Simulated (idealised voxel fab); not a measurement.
process module | voxel gate over fins
cross-section cut | 175 nm wide | cells 5 nm
A cross-section is a grid of square cells, given in bands from the top down. A band is one or more rows of cells.
Each band's line starts with the height of the band's top and of its bottom, in nm. Then come its materials from left to right, each with its width in nm. One material with "throughout" fills the band from edge to edge. "air" is empty space.
Height 0 is the level under which the wafer as received is all one material. The lowest band goes on downwards, as in "0 down".
A width such as "30 to 40" changes by the same amount from each row of cells to the next, from the band's top row to its bottom row.
"no change" after a step means that no cell of the cross-section changed.
closed voids: empty space of 8 cells or more with no open way to the top, each as width x height at its distance from the left edge, in nm
after a step's settings: what the simulator itself notes on the step
overlay nm, on a step with a mask: how far to the right of its planned place the mask lay; to the left if negative
plan
1 op RECEIVE | material Si
2 op CONFORMAL_DEP | material SiN | thk nm 10
3 op PATTERN | tone cover | mask id FINS | material resist | width nm 15 | pitch nm 35 | thk nm 20 | overlay nm 0
4 op DIRECTIONAL_ETCH | etch materials SiN | depth nm 10
5 op DIRECTIONAL_ETCH | etch materials Si | depth nm 30
6 op STRIP | etch materials resist
7 op OXIDIZE | depth nm 5
8 op FILL_DEP | material SiO2 | thk nm 15
9 op CMP | height nm 10
10 op SELECTIVE_ETCH | etch materials SiO2 | depth nm 25
11 op STRIP | etch materials SiN
12 op CONFORMAL_DEP | material HfO2 | thk nm 5
13 op CONFORMAL_DEP | material TiN | thk nm 5
14 op CONFORMAL_DEP | material TiAl | thk nm 5
15 op CONFORMAL_DEP | material TiN | thk nm 5
16 op FILL_DEP | material W | thk nm 15
17 op CMP | height nm 30
18 op CONFORMAL_DEP | material SiCN | thk nm 10
first wafer, as planned
as received, after step 1
  0 down: Si throughout
  closed voids: none
after step 2
  10 to 0: SiN throughout
  below 0: unchanged
after step 3
  30 to 10: air 45 | resist 15 | air 20 | resist 15 | air 20 | resist 15 | air 45
  below 10: unchanged
after step 4
  30 to 10: air 45 | resist 15 | air 20 | resist 15 | air 20 | resist 15 | air 45
  10 to 0: air 45 | SiN 15 | air 20 | SiN 15 | air 20 | SiN 15 | air 45
  below 0: unchanged
after step 5
  30 to 10: air 45 | resist 15 | air 20 | resist 15 | air 20 | resist 15 | air 45
  10 to 0: air 45 | SiN 15 | air 20 | SiN 15 | air 20 | SiN 15 | air 45
  0 to -30: air 45 | Si 15 | air 20 | Si 15 | air 20 | Si 15 | air 45
  below -30: unchanged
after step 6
  10 to 0: air 45 | SiN 15 | air 20 | SiN 15 | air 20 | SiN 15 | air 45
  below 0: unchanged
after step 7
  10 to 0: air 45 | SiN 15 | air 20 | SiN 15 | air 20 | SiN 15 | air 45
  0 to -30: air 45 | SiO2 5 | Si 5 | SiO2 5 | air 20 | SiO2 5 | Si 5 | SiO2 5 | air 20 | SiO2 5 | Si 5 | SiO2 5 | air 45
  -30 to -35: SiO2 50 | Si 5 | SiO2 30 | Si 5 | SiO2 30 | Si 5 | SiO2 50
  below -35: unchanged
after step 8
  25 to 10: SiO2 throughout
  10 to 0: SiO2 45 | SiN 15 | SiO2 20 | SiN 15 | SiO2 20 | SiN 15 | SiO2 45
  0 to -35: SiO2 50 | Si 5 | SiO2 30 | Si 5 | SiO2 30 | Si 5 | SiO2 50
  below -35: unchanged
after step 9
  10 to 0: SiO2 45 | SiN 15 | SiO2 20 | SiN 15 | SiO2 20 | SiN 15 | SiO2 45
  below 0: unchanged
after step 10
  10 to 0: air 45 | SiN 15 | air 20 | SiN 15 | air 20 | SiN 15 | air 45
  0 to -15: air 50 | Si 5 | air 30 | Si 5 | air 30 | Si 5 | air 50
  below -15: unchanged
after step 11
  0 to -15: air 50 | Si 5 | air 30 | Si 5 | air 30 | Si 5 | air 50
  below -15: unchanged
after step 12
  5 to 0: air 45 | HfO2 15 | air 20 | HfO2 15 | air 20 | HfO2 15 | air 45
  0 to -10: air 45 | HfO2 5 | Si 5 | HfO2 5 | air 20 | HfO2 5 | Si 5 | HfO2 5 | air 20 | HfO2 5 | Si 5 | HfO2 5 | air 45
  -10 to -15: HfO2 50 | Si 5 | HfO2 30 | Si 5 | HfO2 30 | Si 5 | HfO2 50
  below -15: unchanged
after step 13
  10 to 5: air 40 | TiN 25 | air 10 | TiN 25 | air 10 | TiN 25 | air 40
  5 to 0: air 40 | TiN 5 | HfO2 15 | TiN 5 | air 10 | TiN 5 | HfO2 15 | TiN 5 | air 10 | TiN 5 | HfO2 15 | TiN 5 | air 40
  0 to -5: air 40 | TiN 5 | HfO2 5 | Si 5 | HfO2 5 | TiN 5 | air 10 | TiN 5 | HfO2 5 | Si 5 | HfO2 5 | TiN 5 | air 10 | TiN 5 | HfO2 5 | Si 5 | HfO2 5 | TiN 5 | air 40
  -5 to -10: TiN 45 | HfO2 5 | Si 5 | HfO2 5 | TiN 20 | HfO2 5 | Si 5 | HfO2 5 | TiN 20 | HfO2 5 | Si 5 | HfO2 5 | TiN 45
  below -10: unchanged
after step 14
  15 to 10: air 35 | TiAl 105 | air 35
  10 to 5: air 35 | TiAl 5 | TiN 25 | TiAl 10 | TiN 25 | TiAl 10 | TiN 25 | TiAl 5 | air 35
  5 to 0: air 35 | TiAl 5 | TiN 5 | HfO2 15 | TiN 5 | TiAl 10 | TiN 5 | HfO2 15 | TiN 5 | TiAl 10 | TiN 5 | HfO2 15 | TiN 5 | TiAl 5 | air 35
  0 to -5: TiAl 40 | TiN 5 | HfO2 5 | Si 5 | HfO2 5 | TiN 5 | TiAl 10 | TiN 5 | HfO2 5 | Si 5 | HfO2 5 | TiN 5 | TiAl 10 | TiN 5 | HfO2 5 | Si 5 | HfO2 5 | TiN 5 | TiAl 40
  below -5: unchanged
after step 15
  20 to 15: air 30 | TiN 115 | air 30
  15 to 10: air 30 | TiN 5 | TiAl 105 | TiN 5 | air 30
  10 to 5: air 30 | TiN 5 | TiAl 5 | TiN 25 | TiAl 10 | TiN 25 | TiAl 10 | TiN 25 | TiAl 5 | TiN 5 | air 30
  5 to 0: TiN 35 | TiAl 5 | TiN 5 | HfO2 15 | TiN 5 | TiAl 10 | TiN 5 | HfO2 15 | TiN 5 | TiAl 10 | TiN 5 | HfO2 15 | TiN 5 | TiAl 5 | TiN 35
  below 0: unchanged
after step 16
  35 to 20: W throughout
  20 to 15: W 30 | TiN 115 | W 30
  15 to 10: W 30 | TiN 5 | TiAl 105 | TiN 5 | W 30
  10 to 5: W 30 | TiN 5 | TiAl 5 | TiN 25 | TiAl 10 | TiN 25 | TiAl 10 | TiN 25 | TiAl 5 | TiN 5 | W 30
  below 5: unchanged
after step 17
  30 to 20: W throughout
  below 20: unchanged
after step 18
  40 to 30: SiCN throughout
  below 30: unchanged
second wafer: like start, like plan, one mistake. Through step 2 it matches the first wafer
when step 3 should have ended
  30 to 10: air 35 | resist 15 | air 20 | resist 15 | air 20 | resist 15 | air 55
  below 10: unchanged
when step 4 should have ended
  30 to 10: air 35 | resist 15 | air 20 | resist 15 | air 20 | resist 15 | air 55
  10 to 0: air 35 | SiN 15 | air 20 | SiN 15 | air 20 | SiN 15 | air 55
  below 0: unchanged
when step 5 should have ended
  30 to 10: air 35 | resist 15 | air 20 | resist 15 | air 20 | resist 15 | air 55
  10 to 0: air 35 | SiN 15 | air 20 | SiN 15 | air 20 | SiN 15 | air 55
  0 to -30: air 35 | Si 15 | air 20 | Si 15 | air 20 | Si 15 | air 55
  below -30: unchanged
when step 6 should have ended
  10 to 0: air 35 | SiN 15 | air 20 | SiN 15 | air 20 | SiN 15 | air 55
  below 0: unchanged
when step 7 should have ended
  10 to 0: air 35 | SiN 15 | air 20 | SiN 15 | air 20 | SiN 15 | air 55
  0 to -30: air 35 | SiO2 5 | Si 5 | SiO2 5 | air 20 | SiO2 5 | Si 5 | SiO2 5 | air 20 | SiO2 5 | Si 5 | SiO2 5 | air 55
  -30 to -35: SiO2 40 | Si 5 | SiO2 30 | Si 5 | SiO2 30 | Si 5 | SiO2 60
  below -35: unchanged
when step 8 should have ended
  25 to 10: SiO2 throughout
  10 to 0: SiO2 35 | SiN 15 | SiO2 20 | SiN 15 | SiO2 20 | SiN 15 | SiO2 55
  0 to -35: SiO2 40 | Si 5 | SiO2 30 | Si 5 | SiO2 30 | Si 5 | SiO2 60
  below -35: unchanged
when step 9 should have ended
  10 to 0: SiO2 35 | SiN 15 | SiO2 20 | SiN 15 | SiO2 20 | SiN 15 | SiO2 55
  below 0: unchanged
when step 10 should have ended
  10 to 0: air 35 | SiN 15 | air 20 | SiN 15 | air 20 | SiN 15 | air 55
  0 to -15: air 40 | Si 5 | air 30 | Si 5 | air 30 | Si 5 | air 60
  below -15: unchanged
when step 11 should have ended
  0 to -15: air 40 | Si 5 | air 30 | Si 5 | air 30 | Si 5 | air 60
  below -15: unchanged
when step 12 should have ended
  5 to 0: air 35 | HfO2 15 | air 20 | HfO2 15 | air 20 | HfO2 15 | air 55
  0 to -10: air 35 | HfO2 5 | Si 5 | HfO2 5 | air 20 | HfO2 5 | Si 5 | HfO2 5 | air 20 | HfO2 5 | Si 5 | HfO2 5 | air 55
  -10 to -15: HfO2 40 | Si 5 | HfO2 30 | Si 5 | HfO2 30 | Si 5 | HfO2 60
  below -15: unchanged
when step 13 should have ended
  10 to 5: air 30 | TiN 25 | air 10 | TiN 25 | air 10 | TiN 25 | air 50
  5 to 0: air 30 | TiN 5 | HfO2 15 | TiN 5 | air 10 | TiN 5 | HfO2 15 | TiN 5 | air 10 | TiN 5 | HfO2 15 | TiN 5 | air 50
  0 to -5: air 30 | TiN 5 | HfO2 5 | Si 5 | HfO2 5 | TiN 5 | air 10 | TiN 5 | HfO2 5 | Si 5 | HfO2 5 | TiN 5 | air 10 | TiN 5 | HfO2 5 | Si 5 | HfO2 5 | TiN 5 | air 50
  -5 to -10: TiN 35 | HfO2 5 | Si 5 | HfO2 5 | TiN 20 | HfO2 5 | Si 5 | HfO2 5 | TiN 20 | HfO2 5 | Si 5 | HfO2 5 | TiN 55
  below -10: unchanged
when step 14 should have ended
  15 to 10: air 25 | TiAl 105 | air 45
  10 to 5: air 25 | TiAl 5 | TiN 25 | TiAl 10 | TiN 25 | TiAl 10 | TiN 25 | TiAl 5 | air 45
  5 to 0: air 25 | TiAl 5 | TiN 5 | HfO2 15 | TiN 5 | TiAl 10 | TiN 5 | HfO2 15 | TiN 5 | TiAl 10 | TiN 5 | HfO2 15 | TiN 5 | TiAl 5 | air 45
  0 to -5: TiAl 30 | TiN 5 | HfO2 5 | Si 5 | HfO2 5 | TiN 5 | TiAl 10 | TiN 5 | HfO2 5 | Si 5 | HfO2 5 | TiN 5 | TiAl 10 | TiN 5 | HfO2 5 | Si 5 | HfO2 5 | TiN 5 | TiAl 50
  below -5: unchanged
when step 15 should have ended
  20 to 15: air 20 | TiN 115 | air 40
  15 to 10: air 20 | TiN 5 | TiAl 105 | TiN 5 | air 40
  10 to 5: air 20 | TiN 5 | TiAl 5 | TiN 25 | TiAl 10 | TiN 25 | TiAl 10 | TiN 25 | TiAl 5 | TiN 5 | air 40
  5 to 0: TiN 25 | TiAl 5 | TiN 5 | HfO2 15 | TiN 5 | TiAl 10 | TiN 5 | HfO2 15 | TiN 5 | TiAl 10 | TiN 5 | HfO2 15 | TiN 5 | TiAl 5 | TiN 45
  below 0: unchanged
when step 16 should have ended
  35 to 20: W throughout
  20 to 15: W 20 | TiN 115 | W 40
  15 to 10: W 20 | TiN 5 | TiAl 105 | TiN 5 | W 40
  10 to 5: W 20 | TiN 5 | TiAl 5 | TiN 25 | TiAl 10 | TiN 25 | TiAl 10 | TiN 25 | TiAl 5 | TiN 5 | W 40
  below 5: unchanged
when step 17 should have ended
  30 to 20: W throughout
  below 20: unchanged
when step 18 should have ended
  40 to 30: SiCN throughout
  below 30: unchanged
what went wrong: step 3 ran as: op PATTERN | tone cover | mask id FINS | material resist | width nm 15 | pitch nm 35 | thk nm 20 | overlay nm -10
at the end the second wafer has, in cells: as many of each material as the first, in other places
